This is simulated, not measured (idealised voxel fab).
process module | voxel transistor to metal
cross-section cut | 300 nm wide | cells 5 nm
A cross-section is a grid of square cells, given in bands from the top down. A band is one or more rows of cells.
Each band's line starts with the height of the band's top and of its bottom, in nm. Then come its materials from left to right, each with its width in nm. One material with "throughout" fills the band from edge to edge. "air" is empty space.
Height 0 is the level under which the wafer as received is all one material. The lowest band goes on downwards, as in "0 down".
A width such as "30 to 40" changes by the same amount from each row of cells to the next, from the band's top row to its bottom row.
"no change" after a step means that no cell of the cross-section changed.
closed voids: empty space of 8 cells or more with no open way to the top, each as width x height at its distance from the left edge, in nm
after a step's settings: what the simulator itself notes on the step
overlay nm, on a step with a mask: how far to the right of its planned place the mask lay; to the left if negative
Each pair below shows a cross-section before one step and the cross-section after it, down to the lowest band that changed. The line under each pair gives the step between them, with its settings. The pairs can come from different runs of this module on the same starting wafer, so a pair continues from the pair above only where its "before" says so.
before
  0 down: Si throughout
  closed voids: none
after
  0 to -5: SiO2 throughout
  below -5: unchanged
  closed voids: none
the step between: op OXIDIZE | depth nm 5
before: the cross-section after the pair above
after
  10 to 0: SiN throughout
  below 0: unchanged
  closed voids: none
the step between: op CONFORMAL_DEP | material SiN | thk nm 10
before: the cross-section after the pair above
after
  10 to 0: air 25 | SiN 115 | air 20 | SiN 115 | air 25
  below 0: unchanged
  closed voids: none
the step between: op MASKED_ETCH | tone cover | mask id ACTIVE | width nm 115 | pitch nm 135 | etch materials SiN | depth nm 10 | overlay nm 0
before: the cross-section after the pair above
after
  10 to 0: air 25 | SiN 115 | air 20 | SiN 115 | air 25
  0 to -5: air 25 | SiO2 115 | air 20 | SiO2 115 | air 25
  below -5: unchanged
  closed voids: none
the step between: op MASKED_ETCH | tone cover | mask id ACTIVE | width nm 115 | pitch nm 135 | etch materials SiO2 | depth nm 5 | overlay nm 0
before: the cross-section after the pair above
after
  10 to 0: air 25 | SiN 115 | air 20 | SiN 115 | air 25
  0 to -5: air 25 | SiO2 115 | air 20 | SiO2 115 | air 25
  -5 to -40: air 25 | Si 115 | air 20 | Si 115 | air 25
  below -40: unchanged
  closed voids: none
the step between: op MASKED_ETCH | tone cover | mask id ACTIVE | width nm 115 | pitch nm 135 | etch materials Si | depth nm 35 | overlay nm 0
before: the cross-section after the pair above
after
  10 to 0: air 25 | SiN 115 | air 20 | SiN 115 | air 25
  0 to -5: air 25 | SiO2 115 | air 20 | SiO2 115 | air 25
  -5 to -40: air 25 | SiO2 5 | Si 105 | SiO2 5 | air 20 | SiO2 5 | Si 105 | SiO2 5 | air 25
  -40 to -45: SiO2 30 | Si 105 | SiO2 30 | Si 105 | SiO2 30
  below -45: unchanged
  closed voids: none
the step between: op OXIDIZE | depth nm 5
before: the cross-section after the pair above
after
  20 to 10: SiO2 throughout
  10 to 0: SiO2 25 | SiN 115 | SiO2 20 | SiN 115 | SiO2 25
  0 to -5: SiO2 throughout
  -5 to -45: SiO2 30 | Si 105 | SiO2 30 | Si 105 | SiO2 30
  below -45: unchanged
  closed voids: none
the step between: op FILL_DEP | material SiO2 | thk nm 10
before: the cross-section after the pair above
after
  10 to 0: SiO2 25 | SiN 115 | SiO2 20 | SiN 115 | SiO2 25
  below 0: unchanged
  closed voids: none
the step between: op CMP | height nm 10
before: the cross-section after the pair above
after
  10 to 5: air 25 | SiN 115 | air 20 | SiN 115 | air 25
  below 5: unchanged
  closed voids: none
the step between: op SELECTIVE_ETCH | etch materials SiO2 | depth nm 5
before: the cross-section after the pair above
after
  5 to 0: SiO2 25 | air 115 | SiO2 20 | air 115 | SiO2 25
  below 0: unchanged
  closed voids: none
the step between: op STRIP | etch materials SiN
before: the cross-section after the pair above
after
  0 to -5: SiO2 20 | air 125 | SiO2 10 | air 125 | SiO2 20
  below -5: unchanged
  closed voids: none
the step between: op SELECTIVE_ETCH | etch materials SiO2 | depth nm 5
before: the cross-section after the pair above
after
  0 to -5: SiO2 20 | air 125 | SiO2 10 | air 125 | SiO2 20
  -5 to -10: SiO2 throughout
  below -10: unchanged
  closed voids: none
the step between: op OXIDIZE | depth nm 5
before: the cross-section after the pair above
after
  20 to 15: polySi 20 | air 125 | polySi 10 | air 125 | polySi 20
  15 to 0: polySi throughout
  0 to -5: SiO2 20 | polySi 125 | SiO2 10 | polySi 125 | SiO2 20
  below -5: unchanged
  closed voids: none
the step between: op DIRECTIONAL_DEP | material polySi | thk nm 20
before: the cross-section after the pair above
after
  35 to 30: SiCN 20 | air 125 | SiCN 10 | air 125 | SiCN 20
  30 to 20: SiCN throughout
  20 to 15: polySi 20 | SiCN 125 | polySi 10 | SiCN 125 | polySi 20
  below 15: unchanged
  closed voids: none
the step between: op DIRECTIONAL_DEP | material SiCN | thk nm 15
before: the cross-section after the pair above
after
  45 to 40: aC 20 | air 125 | aC 10 | air 125 | aC 20
  40 to 35: aC throughout
  35 to 30: SiCN 20 | aC 125 | SiCN 10 | aC 125 | SiCN 20
  below 30: unchanged
  closed voids: none
the step between: op DIRECTIONAL_DEP | material aC | thk nm 10
before: the cross-section after the pair above
after
  75 to 45: air 70 | resist 25 | air 110 | resist 25 | air 70
  45 to 40: aC 20 | air 50 | resist 25 | air 50 | aC 10 | air 50 | resist 25 | air 50 | aC 20
  below 40: unchanged
  closed voids: none
the step between: op PATTERN | tone cover | mask id GATE | material resist | width nm 25 | pitch nm 135 | thk nm 30 | overlay nm 0
before: the cross-section after the pair above
after
  65 to 40: air 70 | resist 25 | air 110 | resist 25 | air 70
  40 to 35: air 70 | aC 25 | air 110 | aC 25 | air 70
  35 to 30: SiCN 20 | air 50 | aC 25 | air 50 | SiCN 10 | air 50 | aC 25 | air 50 | SiCN 20
  below 30: unchanged
  closed voids: none
the step between: op DIRECTIONAL_ETCH | etch materials aC | depth nm 10
before: the cross-section after the pair above
after
  40 to 35: air 70 | aC 25 | air 110 | aC 25 | air 70
  below 35: unchanged
  closed voids: none
the step between: op STRIP | etch materials resist
before: the cross-section after the pair above
after
  40 to 30: air 70 | aC 25 | air 110 | aC 25 | air 70
  30 to 20: air 70 | SiCN 25 | air 110 | SiCN 25 | air 70
  20 to 15: polySi 20 | air 50 | SiCN 25 | air 50 | polySi 10 | air 50 | SiCN 25 | air 50 | polySi 20
  below 15: unchanged
  closed voids: none
the step between: op DIRECTIONAL_ETCH | etch materials SiCN | depth nm 25
before: the cross-section after the pair above
after
  40 to 30: air 70 | aC 25 | air 110 | aC 25 | air 70
  30 to 15: air 70 | SiCN 25 | air 110 | SiCN 25 | air 70
  15 to 0: air 70 | polySi 25 | air 110 | polySi 25 | air 70
  0 to -5: SiO2 20 | air 50 | polySi 25 | air 50 | SiO2 10 | air 50 | polySi 25 | air 50 | SiO2 20
  below -5: unchanged
  closed voids: none
the step between: op DIRECTIONAL_ETCH | etch materials polySi | depth nm 30
before: the cross-section after the pair above
after
  30 to 15: air 70 | SiCN 25 | air 110 | SiCN 25 | air 70
  below 15: unchanged
  closed voids: none
the step between: op STRIP | etch materials aC
before: the cross-section after the pair above
after
  35 to 30: air 65 | SiO2 35 | air 100 | SiO2 35 | air 65
  30 to 15: air 65 | SiO2 5 | SiCN 25 | SiO2 5 | air 100 | SiO2 5 | SiCN 25 | SiO2 5 | air 65
  15 to 5: air 65 | SiO2 5 | polySi 25 | SiO2 5 | air 100 | SiO2 5 | polySi 25 | SiO2 5 | air 65
  5 to 0: SiO2 25 | air 40 | SiO2 5 | polySi 25 | SiO2 5 | air 40 | SiO2 20 | air 40 | SiO2 5 | polySi 25 | SiO2 5 | air 40 | SiO2 25
  0 to -5: SiO2 70 | polySi 25 | SiO2 110 | polySi 25 | SiO2 70
  below -5: unchanged
  closed voids: none
the step between: op CONFORMAL_DEP | material SiO2 | thk nm 5
before: the cross-section after the pair above
after
  30 to 15: air 65 | SiO2 5 | SiCN 25 | SiO2 5 | air 100 | SiO2 5 | SiCN 25 | SiO2 5 | air 65
  15 to 0: air 65 | SiO2 5 | polySi 25 | SiO2 5 | air 100 | SiO2 5 | polySi 25 | SiO2 5 | air 65
  0 to -5: SiO2 25 | air 40 | SiO2 5 | polySi 25 | SiO2 5 | air 40 | SiO2 20 | air 40 | SiO2 5 | polySi 25 | SiO2 5 | air 40 | SiO2 25
  below -5: unchanged
  closed voids: none
the step between: op DIRECTIONAL_ETCH | etch materials SiO2 | depth nm 5
before: the cross-section after the pair above
after
  35 to 30: air 60 | SiN 45 | air 90 | SiN 45 | air 60
  30 to 15: air 60 | SiN 5 | SiO2 5 | SiCN 25 | SiO2 5 | SiN 5 | air 90 | SiN 5 | SiO2 5 | SiCN 25 | SiO2 5 | SiN 5 | air 60
  15 to 5: air 60 | SiN 5 | SiO2 5 | polySi 25 | SiO2 5 | SiN 5 | air 90 | SiN 5 | SiO2 5 | polySi 25 | SiO2 5 | SiN 5 | air 60
  5 to 0: SiN 30 | air 30 | SiN 5 | SiO2 5 | polySi 25 | SiO2 5 | SiN 5 | air 30 | SiN 30 | air 30 | SiN 5 | SiO2 5 | polySi 25 | SiO2 5 | SiN 5 | air 30 | SiN 30
  0 to -5: SiO2 25 | SiN 40 | SiO2 5 | polySi 25 | SiO2 5 | SiN 40 | SiO2 20 | SiN 40 | SiO2 5 | polySi 25 | SiO2 5 | SiN 40 | SiO2 25
  below -5: unchanged
  closed voids: none
the step between: op CONFORMAL_DEP | material SiN | thk nm 5
before: the cross-section after the pair above
after
  30 to 15: air 60 | SiN 5 | SiO2 5 | SiCN 25 | SiO2 5 | SiN 5 | air 90 | SiN 5 | SiO2 5 | SiCN 25 | SiO2 5 | SiN 5 | air 60
  15 to 0: air 60 | SiN 5 | SiO2 5 | polySi 25 | SiO2 5 | SiN 5 | air 90 | SiN 5 | SiO2 5 | polySi 25 | SiO2 5 | SiN 5 | air 60
  0 to -5: SiO2 25 | SiN 5 | air 30 | SiN 5 | SiO2 5 | polySi 25 | SiO2 5 | SiN 5 | air 30 | SiN 5 | SiO2 20 | SiN 5 | air 30 | SiN 5 | SiO2 5 | polySi 25 | SiO2 5 | SiN 5 | air 30 | SiN 5 | SiO2 25
  below -5: unchanged
  closed voids: none
the step between: op DIRECTIONAL_ETCH | etch materials SiN | depth nm 5
before: the cross-section after the pair above
after
  30 to 25: air 60 | SiN 5 | air 5 | SiCN 25 | air 5 | SiN 5 | air 90 | SiN 5 | air 5 | SiCN 25 | air 5 | SiN 5 | air 60
  25 to 15: air 60 | SiN 5 | SiO2 5 | SiCN 25 | SiO2 5 | SiN 5 | air 90 | SiN 5 | SiO2 5 | SiCN 25 | SiO2 5 | SiN 5 | air 60
  15 to 0: air 60 | SiN 5 | SiO2 5 | polySi 25 | SiO2 5 | SiN 5 | air 90 | SiN 5 | SiO2 5 | polySi 25 | SiO2 5 | SiN 5 | air 60
  0 to -5: air 25 | SiN 5 | air 30 | SiN 5 | SiO2 5 | polySi 25 | SiO2 5 | SiN 5 | air 30 | SiN 5 | air 20 | SiN 5 | air 30 | SiN 5 | SiO2 5 | polySi 25 | SiO2 5 | SiN 5 | air 30 | SiN 5 | air 25
  -5 to -10: SiO2 30 | air 30 | SiO2 45 | air 30 | SiO2 30 | air 30 | SiO2 45 | air 30 | SiO2 30
  below -10: unchanged
  closed voids: none
the step between: op DIRECTIONAL_ETCH | etch materials SiO2 | depth nm 5
before: the cross-section after the pair above
after
  30 to 25: air 60 | SiN 5 | air 5 | SiCN 25 | air 5 | SiN 5 | air 90 | SiN 5 | air 5 | SiCN 25 | air 5 | SiN 5 | air 60
  25 to 15: air 60 | SiN 5 | SiO2 5 | SiCN 25 | SiO2 5 | SiN 5 | air 90 | SiN 5 | SiO2 5 | SiCN 25 | SiO2 5 | SiN 5 | air 60
  15 to 0: air 60 | SiN 5 | SiO2 5 | polySi 25 | SiO2 5 | SiN 5 | air 90 | SiN 5 | SiO2 5 | polySi 25 | SiO2 5 | SiN 5 | air 60
  0 to -5: air 25 | SiN 5 | air 30 | SiN 5 | SiO2 5 | polySi 25 | SiO2 5 | SiN 5 | air 30 | SiN 5 | air 20 | SiN 5 | air 30 | SiN 5 | SiO2 5 | polySi 25 | SiO2 5 | SiN 5 | air 30 | SiN 5 | air 25
  -5 to -10: SiO2 30 | air 30 | SiO2 45 | air 30 | SiO2 30 | air 30 | SiO2 45 | air 30 | SiO2 30
  -10 to -20: SiO2 30 | air 30 | Si 45 | air 30 | SiO2 30 | air 30 | Si 45 | air 30 | SiO2 30
  below -20: unchanged
  closed voids: none
the step between: op DIRECTIONAL_ETCH | etch materials Si | depth nm 10
before: the cross-section after the pair above
after
  30 to 25: air 60 | SiN 5 | air 5 | SiCN 25 | air 5 | SiN 5 | air 90 | SiN 5 | air 5 | SiCN 25 | air 5 | SiN 5 | air 60
  25 to 15: air 60 | SiN 5 | SiO2 5 | SiCN 25 | SiO2 5 | SiN 5 | air 90 | SiN 5 | SiO2 5 | SiCN 25 | SiO2 5 | SiN 5 | air 60
  15 to 0: air 60 | SiN 5 | SiO2 5 | polySi 25 | SiO2 5 | SiN 5 | air 90 | SiN 5 | SiO2 5 | polySi 25 | SiO2 5 | SiN 5 | air 60
  0 to -5: air 25 | SiN 5 | air 20 | pSi 10 | SiN 5 | SiO2 5 | polySi 25 | SiO2 5 | SiN 5 | pSi 10 | air 20 | SiN 5 | air 20 | SiN 5 | air 20 | pSi 10 | SiN 5 | SiO2 5 | polySi 25 | SiO2 5 | SiN 5 | pSi 10 | air 20 | SiN 5 | air 25
  -5 to -10: SiO2 30 | air 20 | pSi 10 | SiO2 45 | pSi 10 | air 20 | SiO2 30 | air 20 | pSi 10 | SiO2 45 | pSi 10 | air 20 | SiO2 30
  -10 to -20: SiO2 30 | pSi 30 | Si 45 | pSi 30 | SiO2 30 | pSi 30 | Si 45 | pSi 30 | SiO2 30
  below -20: unchanged
  closed voids: none
the step between: op EPI | material pSi | thk nm 10
before: the cross-section after the pair above
after
  35 to 30: SiO2 throughout
  30 to 15: SiO2 60 | SiN 5 | SiO2 5 | SiCN 25 | SiO2 5 | SiN 5 | SiO2 90 | SiN 5 | SiO2 5 | SiCN 25 | SiO2 5 | SiN 5 | SiO2 60
  15 to 0: SiO2 60 | SiN 5 | SiO2 5 | polySi 25 | SiO2 5 | SiN 5 | SiO2 90 | SiN 5 | SiO2 5 | polySi 25 | SiO2 5 | SiN 5 | SiO2 60
  0 to -5: SiO2 25 | SiN 5 | SiO2 20 | pSi 10 | SiN 5 | SiO2 5 | polySi 25 | SiO2 5 | SiN 5 | pSi 10 | SiO2 20 | SiN 5 | SiO2 20 | SiN 5 | SiO2 20 | pSi 10 | SiN 5 | SiO2 5 | polySi 25 | SiO2 5 | SiN 5 | pSi 10 | SiO2 20 | SiN 5 | SiO2 25
  -5 to -10: SiO2 50 | pSi 10 | SiO2 45 | pSi 10 | SiO2 70 | pSi 10 | SiO2 45 | pSi 10 | SiO2 50
  below -10: unchanged
  closed voids: none
the step between: op FILL_DEP | material SiO2 | thk nm 5
before: the cross-section after the pair above
after
  15 to 0: SiO2 60 | SiN 5 | SiO2 5 | polySi 25 | SiO2 5 | SiN 5 | SiO2 90 | SiN 5 | SiO2 5 | polySi 25 | SiO2 5 | SiN 5 | SiO2 60
  below 0: unchanged
  closed voids: none
the step between: op CMP | height nm 15
before: the cross-section after the pair above
after
  15 to 0: SiO2 60 | SiN 5 | SiO2 5 | air 25 | SiO2 5 | SiN 5 | SiO2 90 | SiN 5 | SiO2 5 | air 25 | SiO2 5 | SiN 5 | SiO2 60
  0 to -5: SiO2 25 | SiN 5 | SiO2 20 | pSi 10 | SiN 5 | SiO2 5 | air 25 | SiO2 5 | SiN 5 | pSi 10 | SiO2 20 | SiN 5 | SiO2 20 | SiN 5 | SiO2 20 | pSi 10 | SiN 5 | SiO2 5 | air 25 | SiO2 5 | SiN 5 | pSi 10 | SiO2 20 | SiN 5 | SiO2 25
  below -5: unchanged
  closed voids: none
the step between: op STRIP | etch materials polySi
before: the cross-section after the pair above
after
  15 to 10: air 60 | SiN 5 | air 35 | SiN 5 | air 90 | SiN 5 | air 35 | SiN 5 | air 60
  10 to 0: SiO2 60 | SiN 5 | air 35 | SiN 5 | SiO2 90 | SiN 5 | air 35 | SiN 5 | SiO2 60
  0 to -5: SiO2 25 | SiN 5 | SiO2 20 | pSi 10 | SiN 5 | air 35 | SiN 5 | pSi 10 | SiO2 20 | SiN 5 | SiO2 20 | SiN 5 | SiO2 20 | pSi 10 | SiN 5 | air 35 | SiN 5 | pSi 10 | SiO2 20 | SiN 5 | SiO2 25
  -5 to -10: SiO2 50 | pSi 10 | SiO2 5 | air 35 | SiO2 5 | pSi 10 | SiO2 70 | pSi 10 | SiO2 5 | air 35 | SiO2 5 | pSi 10 | SiO2 50
  below -10: unchanged
  closed voids: none
the step between: op SELECTIVE_ETCH | etch materials SiO2 | depth nm 5
before: the cross-section after the pair above
after
  20 to 15: air 55 | HfO2 15 | air 25 | HfO2 15 | air 80 | HfO2 15 | air 25 | HfO2 15 | air 55
  15 to 10: HfO2 60 | SiN 5 | HfO2 5 | air 25 | HfO2 5 | SiN 5 | HfO2 90 | SiN 5 | HfO2 5 | air 25 | HfO2 5 | SiN 5 | HfO2 60
  10 to 0: SiO2 60 | SiN 5 | HfO2 5 | air 25 | HfO2 5 | SiN 5 | SiO2 90 | SiN 5 | HfO2 5 | air 25 | HfO2 5 | SiN 5 | SiO2 60
  0 to -5: SiO2 25 | SiN 5 | SiO2 20 | pSi 10 | SiN 5 | HfO2 5 | air 25 | HfO2 5 | SiN 5 | pSi 10 | SiO2 20 | SiN 5 | SiO2 20 | SiN 5 | SiO2 20 | pSi 10 | SiN 5 | HfO2 5 | air 25 | HfO2 5 | SiN 5 | pSi 10 | SiO2 20 | SiN 5 | SiO2 25
  -5 to -10: SiO2 50 | pSi 10 | SiO2 5 | HfO2 35 | SiO2 5 | pSi 10 | SiO2 70 | pSi 10 | SiO2 5 | HfO2 35 | SiO2 5 | pSi 10 | SiO2 50
  below -10: unchanged
  closed voids: none
the step between: op CONFORMAL_DEP | material HfO2 | thk nm 5
before: the cross-section after the pair above
after
  25 to 20: air 50 | TiN 25 | air 15 | TiN 25 | air 70 | TiN 25 | air 15 | TiN 25 | air 50
  20 to 15: TiN 55 | HfO2 15 | TiN 5 | air 15 | TiN 5 | HfO2 15 | TiN 80 | HfO2 15 | TiN 5 | air 15 | TiN 5 | HfO2 15 | TiN 55
  15 to 10: HfO2 60 | SiN 5 | HfO2 5 | TiN 5 | air 15 | TiN 5 | HfO2 5 | SiN 5 | HfO2 90 | SiN 5 | HfO2 5 | TiN 5 | air 15 | TiN 5 | HfO2 5 | SiN 5 | HfO2 60
  10 to 0: SiO2 60 | SiN 5 | HfO2 5 | TiN 5 | air 15 | TiN 5 | HfO2 5 | SiN 5 | SiO2 90 | SiN 5 | HfO2 5 | TiN 5 | air 15 | TiN 5 | HfO2 5 | SiN 5 | SiO2 60
  0 to -5: SiO2 25 | SiN 5 | SiO2 20 | pSi 10 | SiN 5 | HfO2 5 | TiN 25 | HfO2 5 | SiN 5 | pSi 10 | SiO2 20 | SiN 5 | SiO2 20 | SiN 5 | SiO2 20 | pSi 10 | SiN 5 | HfO2 5 | TiN 25 | HfO2 5 | SiN 5 | pSi 10 | SiO2 20 | SiN 5 | SiO2 25
  below -5: unchanged
  closed voids: none
the step between: op CONFORMAL_DEP | material TiN | thk nm 5
before: the cross-section after the pair above
after
  35 to 25: W throughout
  25 to 20: W 50 | TiN 25 | W 15 | TiN 25 | W 70 | TiN 25 | W 15 | TiN 25 | W 50
  20 to 15: TiN 55 | HfO2 15 | TiN 5 | W 15 | TiN 5 | HfO2 15 | TiN 80 | HfO2 15 | TiN 5 | W 15 | TiN 5 | HfO2 15 | TiN 55
  15 to 10: HfO2 60 | SiN 5 | HfO2 5 | TiN 5 | W 15 | TiN 5 | HfO2 5 | SiN 5 | HfO2 90 | SiN 5 | HfO2 5 | TiN 5 | W 15 | TiN 5 | HfO2 5 | SiN 5 | HfO2 60
  10 to 0: SiO2 60 | SiN 5 | HfO2 5 | TiN 5 | W 15 | TiN 5 | HfO2 5 | SiN 5 | SiO2 90 | SiN 5 | HfO2 5 | TiN 5 | W 15 | TiN 5 | HfO2 5 | SiN 5 | SiO2 60
  below 0: unchanged
  closed voids: none
the step between: op FILL_DEP | material W | thk nm 10
before: the cross-section after the pair above
after
  10 to 0: SiO2 60 | SiN 5 | HfO2 5 | TiN 5 | W 15 | TiN 5 | HfO2 5 | SiN 5 | SiO2 90 | SiN 5 | HfO2 5 | TiN 5 | W 15 | TiN 5 | HfO2 5 | SiN 5 | SiO2 60
  below 0: unchanged
  closed voids: none
the step between: op CMP | height nm 10
before: the cross-section after the pair above
after
  25 to 10: SiO2 throughout
  below 10: unchanged
  closed voids: none
the step between: op DIRECTIONAL_DEP | material SiO2 | thk nm 15
before: the cross-section after the pair above
after
  25 to 10: SiO2 35 | air 15 | SiO2 65 | air 15 | SiO2 40 | air 15 | SiO2 65 | air 15 | SiO2 35
  10 to 0: SiO2 35 | air 15 | SiO2 10 | SiN 5 | HfO2 5 | TiN 5 | W 15 | TiN 5 | HfO2 5 | SiN 5 | SiO2 10 | air 15 | SiO2 40 | air 15 | SiO2 10 | SiN 5 | HfO2 5 | TiN 5 | W 15 | TiN 5 | HfO2 5 | SiN 5 | SiO2 10 | air 15 | SiO2 35
  0 to -5: SiO2 25 | SiN 5 | SiO2 5 | air 15 | pSi 10 | SiN 5 | HfO2 5 | TiN 25 | HfO2 5 | SiN 5 | pSi 10 | air 15 | SiO2 5 | SiN 5 | SiO2 20 | SiN 5 | SiO2 5 | air 15 | pSi 10 | SiN 5 | HfO2 5 | TiN 25 | HfO2 5 | SiN 5 | pSi 10 | air 15 | SiO2 5 | SiN 5 | SiO2 25
  -5 to -10: SiO2 35 | air 15 | pSi 10 | SiO2 5 | HfO2 35 | SiO2 5 | pSi 10 | air 15 | SiO2 40 | air 15 | pSi 10 | SiO2 5 | HfO2 35 | SiO2 5 | pSi 10 | air 15 | SiO2 35
  below -10: unchanged
  closed voids: none
the step between: op MASKED_ETCH | tone open | mask id CONTACT | width nm 15 | etch materials SiO2 | depth nm 35 | overlay nm 0
before: the cross-section after the pair above
after
  30 to 25: TiN 40 | air 5 | TiN 75 | air 5 | TiN 50 | air 5 | TiN 75 | air 5 | TiN 40
  25 to 10: SiO2 35 | TiN 5 | air 5 | TiN 5 | SiO2 65 | TiN 5 | air 5 | TiN 5 | SiO2 40 | TiN 5 | air 5 | TiN 5 | SiO2 65 | TiN 5 | air 5 | TiN 5 | SiO2 35
  10 to 0: SiO2 35 | TiN 5 | air 5 | TiN 5 | SiO2 10 | SiN 5 | HfO2 5 | TiN 5 | W 15 | TiN 5 | HfO2 5 | SiN 5 | SiO2 10 | TiN 5 | air 5 | TiN 5 | SiO2 40 | TiN 5 | air 5 | TiN 5 | SiO2 10 | SiN 5 | HfO2 5 | TiN 5 | W 15 | TiN 5 | HfO2 5 | SiN 5 | SiO2 10 | TiN 5 | air 5 | TiN 5 | SiO2 35
  0 to -5: SiO2 25 | SiN 5 | SiO2 5 | TiN 5 | air 5 | TiN 5 | pSi 10 | SiN 5 | HfO2 5 | TiN 25 | HfO2 5 | SiN 5 | pSi 10 | TiN 5 | air 5 | TiN 5 | SiO2 5 | SiN 5 | SiO2 20 | SiN 5 | SiO2 5 | TiN 5 | air 5 | TiN 5 | pSi 10 | SiN 5 | HfO2 5 | TiN 25 | HfO2 5 | SiN 5 | pSi 10 | TiN 5 | air 5 | TiN 5 | SiO2 5 | SiN 5 | SiO2 25
  -5 to -10: SiO2 35 | TiN 15 | pSi 10 | SiO2 5 | HfO2 35 | SiO2 5 | pSi 10 | TiN 15 | SiO2 40 | TiN 15 | pSi 10 | SiO2 5 | HfO2 35 | SiO2 5 | pSi 10 | TiN 15 | SiO2 35
  below -10: unchanged
  closed voids: none
the step between: op CONFORMAL_DEP | material TiN | thk nm 5
before: the cross-section after the pair above
after
  40 to 30: Ru throughout
  30 to 25: TiN 40 | Ru 5 | TiN 75 | Ru 5 | TiN 50 | Ru 5 | TiN 75 | Ru 5 | TiN 40
  25 to 10: SiO2 35 | TiN 5 | Ru 5 | TiN 5 | SiO2 65 | TiN 5 | Ru 5 | TiN 5 | SiO2 40 | TiN 5 | Ru 5 | TiN 5 | SiO2 65 | TiN 5 | Ru 5 | TiN 5 | SiO2 35
  10 to 0: SiO2 35 | TiN 5 | Ru 5 | TiN 5 | SiO2 10 | SiN 5 | HfO2 5 | TiN 5 | W 15 | TiN 5 | HfO2 5 | SiN 5 | SiO2 10 | TiN 5 | Ru 5 | TiN 5 | SiO2 40 | TiN 5 | Ru 5 | TiN 5 | SiO2 10 | SiN 5 | HfO2 5 | TiN 5 | W 15 | TiN 5 | HfO2 5 | SiN 5 | SiO2 10 | TiN 5 | Ru 5 | TiN 5 | SiO2 35
  0 to -5: SiO2 25 | SiN 5 | SiO2 5 | TiN 5 | Ru 5 | TiN 5 | pSi 10 | SiN 5 | HfO2 5 | TiN 25 | HfO2 5 | SiN 5 | pSi 10 | TiN 5 | Ru 5 | TiN 5 | SiO2 5 | SiN 5 | SiO2 20 | SiN 5 | SiO2 5 | TiN 5 | Ru 5 | TiN 5 | pSi 10 | SiN 5 | HfO2 5 | TiN 25 | HfO2 5 | SiN 5 | pSi 10 | TiN 5 | Ru 5 | TiN 5 | SiO2 5 | SiN 5 | SiO2 25
  below -5: unchanged
  closed voids: none
the step between: op FILL_DEP | material Ru | thk nm 10
before: the cross-section after the pair above
after
  25 to 10: SiO2 35 | TiN 5 | Ru 5 | TiN 5 | SiO2 65 | TiN 5 | Ru 5 | TiN 5 | SiO2 40 | TiN 5 | Ru 5 | TiN 5 | SiO2 65 | TiN 5 | Ru 5 | TiN 5 | SiO2 35
  below 10: unchanged
  closed voids: none
the step between: op CMP | height nm 25
before: the cross-section after the pair above
after
  30 to 25: TiN throughout
  below 25: unchanged
  closed voids: none
the step between: op DIRECTIONAL_DEP | material TiN | thk nm 5
before: the cross-section after the pair above
after
  55 to 30: Ru throughout
  below 30: unchanged
  closed voids: none
the step between: op DIRECTIONAL_DEP | material Ru | thk nm 25
before: the cross-section after the pair above
after
  55 to 30: air 35 | Ru 15 | air 65 | Ru 15 | air 40 | Ru 15 | air 65 | Ru 15 | air 35
  below 30: unchanged
  closed voids: none
the step between: op MASKED_ETCH | tone cover | mask id METAL_1 | width nm 15 | etch materials Ru | depth nm 25 | overlay nm 0
before: the cross-section after the pair above
after
  55 to 30: air 35 | Ru 15 | air 65 | Ru 15 | air 40 | Ru 15 | air 65 | Ru 15 | air 35
  30 to 25: air 35 | TiN 15 | air 65 | TiN 15 | air 40 | TiN 15 | air 65 | TiN 15 | air 35
  below 25: unchanged
  closed voids: none
the step between: op MASKED_ETCH | tone cover | mask id METAL_1 | width nm 15 | etch materials TiN | depth nm 5 | overlay nm 0
before: the cross-section after the pair above
after
  60 to 55: lowk throughout
  55 to 30: lowk 35 | Ru 15 | lowk 65 | Ru 15 | lowk 40 | Ru 15 | lowk 65 | Ru 15 | lowk 35
  30 to 25: lowk 35 | TiN 15 | lowk 65 | TiN 15 | lowk 40 | TiN 15 | lowk 65 | TiN 15 | lowk 35
  below 25: unchanged
  closed voids: none
the step between: op FILL_DEP | material lowk | thk nm 5
before: the cross-section after the pair above
after
  55 to 30: lowk 35 | Ru 15 | lowk 65 | Ru 15 | lowk 40 | Ru 15 | lowk 65 | Ru 15 | lowk 35
  below 30: unchanged
  closed voids: none
the step between: op CMP | height nm 55
before: the cross-section after the pair above
after
  60 to 55: SiN throughout
  below 55: unchanged
  closed voids: none
the step between: op CONFORMAL_DEP | material SiN | thk nm 5
before
  40 to 30: Ru throughout
  30 to 25: TiN 40 | Ru 5 | TiN 75 | Ru 5 | TiN 50 | Ru 5 | TiN 75 | Ru 5 | TiN 40
  25 to 10: SiO2 35 | TiN 5 | Ru 5 | TiN 5 | SiO2 65 | TiN 5 | Ru 5 | TiN 5 | SiO2 40 | TiN 5 | Ru 5 | TiN 5 | SiO2 65 | TiN 5 | Ru 5 | TiN 5 | SiO2 35
  10 to 0: SiO2 35 | TiN 5 | Ru 5 | TiN 5 | SiO2 10 | SiN 5 | HfO2 5 | TiN 5 | W 15 | TiN 5 | HfO2 5 | SiN 5 | SiO2 10 | TiN 5 | Ru 5 | TiN 5 | SiO2 40 | TiN 5 | Ru 5 | TiN 5 | SiO2 10 | SiN 5 | HfO2 5 | TiN 5 | W 15 | TiN 5 | HfO2 5 | SiN 5 | SiO2 10 | TiN 5 | Ru 5 | TiN 5 | SiO2 35
  0 to -5: SiO2 25 | SiN 5 | SiO2 5 | TiN 5 | Ru 5 | TiN 5 | pSi 10 | SiN 5 | HfO2 5 | TiN 25 | HfO2 5 | SiN 5 | pSi 10 | TiN 5 | Ru 5 | TiN 5 | SiO2 5 | SiN 5 | SiO2 20 | SiN 5 | SiO2 5 | TiN 5 | Ru 5 | TiN 5 | pSi 10 | SiN 5 | HfO2 5 | TiN 25 | HfO2 5 | SiN 5 | pSi 10 | TiN 5 | Ru 5 | TiN 5 | SiO2 5 | SiN 5 | SiO2 25
  -5 to -10: SiO2 35 | TiN 15 | pSi 10 | SiO2 5 | HfO2 35 | SiO2 5 | pSi 10 | TiN 15 | SiO2 40 | TiN 15 | pSi 10 | SiO2 5 | HfO2 35 | SiO2 5 | pSi 10 | TiN 15 | SiO2 35
  -10 to -20: SiO2 30 | pSi 30 | Si 45 | pSi 30 | SiO2 30 | pSi 30 | Si 45 | pSi 30 | SiO2 30
  -20 to -45: SiO2 30 | Si 105 | SiO2 30 | Si 105 | SiO2 30
  -45 down: Si throughout
  closed voids: none
after
  45 to 40: TiN throughout
  below 40: unchanged
  closed voids: none
the step between: op DIRECTIONAL_DEP | material TiN | thk nm 5
before: the cross-section after the pair above
after
  70 to 45: Ru throughout
  below 45: unchanged
  closed voids: none
the step between: op DIRECTIONAL_DEP | material Ru | thk nm 25
before: the cross-section after the pair above
after
  70 to 45: air 35 | Ru 15 | air 65 | Ru 15 | air 40 | Ru 15 | air 65 | Ru 15 | air 35
  below 45: unchanged
  closed voids: none
the step between: op MASKED_ETCH | tone cover | mask id METAL_1 | width nm 15 | etch materials Ru | depth nm 25 | overlay nm 0
